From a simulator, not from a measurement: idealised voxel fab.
process module | voxel self aligned vias
cross-section cut | 220 nm wide | cells 5 nm
A cross-section is a grid of square cells, given in bands from the top down. A band is one or more rows of cells.
Each band's line starts with the height of the band's top and of its bottom, in nm. Then come its materials from left to right, each with its width in nm. One material with "throughout" fills the band from edge to edge. "air" is empty space.
Height 0 is the level under which the wafer as received is all one material. The lowest band goes on downwards, as in "0 down".
A width such as "30 to 40" changes by the same amount from each row of cells to the next, from the band's top row to its bottom row.
"no change" after a step means that no cell of the cross-section changed.
closed voids: empty space of 8 cells or more with no open way to the top, each as width x height at its distance from the left edge, in nm
after a step's settings: what the simulator itself notes on the step
overlay nm, on a step with a mask: how far to the right of its planned place the mask lay; to the left if negative
plan
1 op RECEIVE | material Si
2 op CONFORMAL_DEP | material SiO2 | thk nm 10
3 op CONFORMAL_DEP | material SiCN | thk nm 5
4 op DIRECTIONAL_DEP | material SiO2 | thk nm 20
5 op MASKED_ETCH | tone open | mask id LINES | width nm 20 | pitch nm 60 | etch materials SiO2 | depth nm 20 | overlay nm -15
6 op CONFORMAL_DEP | material TiN | thk nm 5
7 op FILL_DEP | material W | thk nm 5
8 op CMP | height nm 35
9 op SELECTIVE_ETCH | etch materials W Ru TiN | depth nm 10
10 op FILL_DEP | material SiN | thk nm 5
11 op CMP | height nm 35
12 op DIRECTIONAL_DEP | material SiO2 | thk nm 15
13 op DIRECTIONAL_DEP | material aC | thk nm 15
14 op PATTERN | tone open | mask id VIAS | material resist | width nm 40 | pitch nm 120 | thk nm 30 | overlay nm 0
15 op DIRECTIONAL_ETCH | etch materials aC | depth nm 15
16 op STRIP | etch materials resist
17 op DIRECTIONAL_ETCH | etch materials SiO2 | depth nm 15
18 op DIRECTIONAL_ETCH | etch materials SiN | depth nm 10
19 op STRIP | etch materials aC
20 op CONFORMAL_DEP | material TiN | thk nm 5
21 op FILL_DEP | material W | thk nm 5
22 op CMP | height nm 50
23 op CONFORMAL_DEP | material SiCN | thk nm 5
varied across the wafers: overlay nm of step 5. The plan shows the first wafer's value. All wafers start alike
first wafer as received, after step 1
  0 down: Si throughout
  closed voids: none
each wafer at the end: cells of each material gained (+) or lost (-) since it was received, then its closed voids
overlay nm -15 | +88 SiCN | +12 SiN | +300 SiO2 | +50 TiN | +34 W | closed voids: none
overlay nm -10 | +88 SiCN | +8 SiN | +300 SiO2 | +50 TiN | +38 W | closed voids: none
overlay nm -5 | +88 SiCN | +8 SiN | +300 SiO2 | +50 TiN | +38 W | closed voids: none
overlay nm 0 | +88 SiCN | +8 SiN | +300 SiO2 | +50 TiN | +38 W | closed voids: none
overlay nm 5 | +88 SiCN | +8 SiN | +300 SiO2 | +50 TiN | +38 W | closed voids: none
overlay nm 10 | +88 SiCN | +8 SiN | +300 SiO2 | +50 TiN | +38 W | closed voids: none
overlay nm 15 | +88 SiCN | +12 SiN | +300 SiO2 | +50 TiN | +34 W | closed voids: none
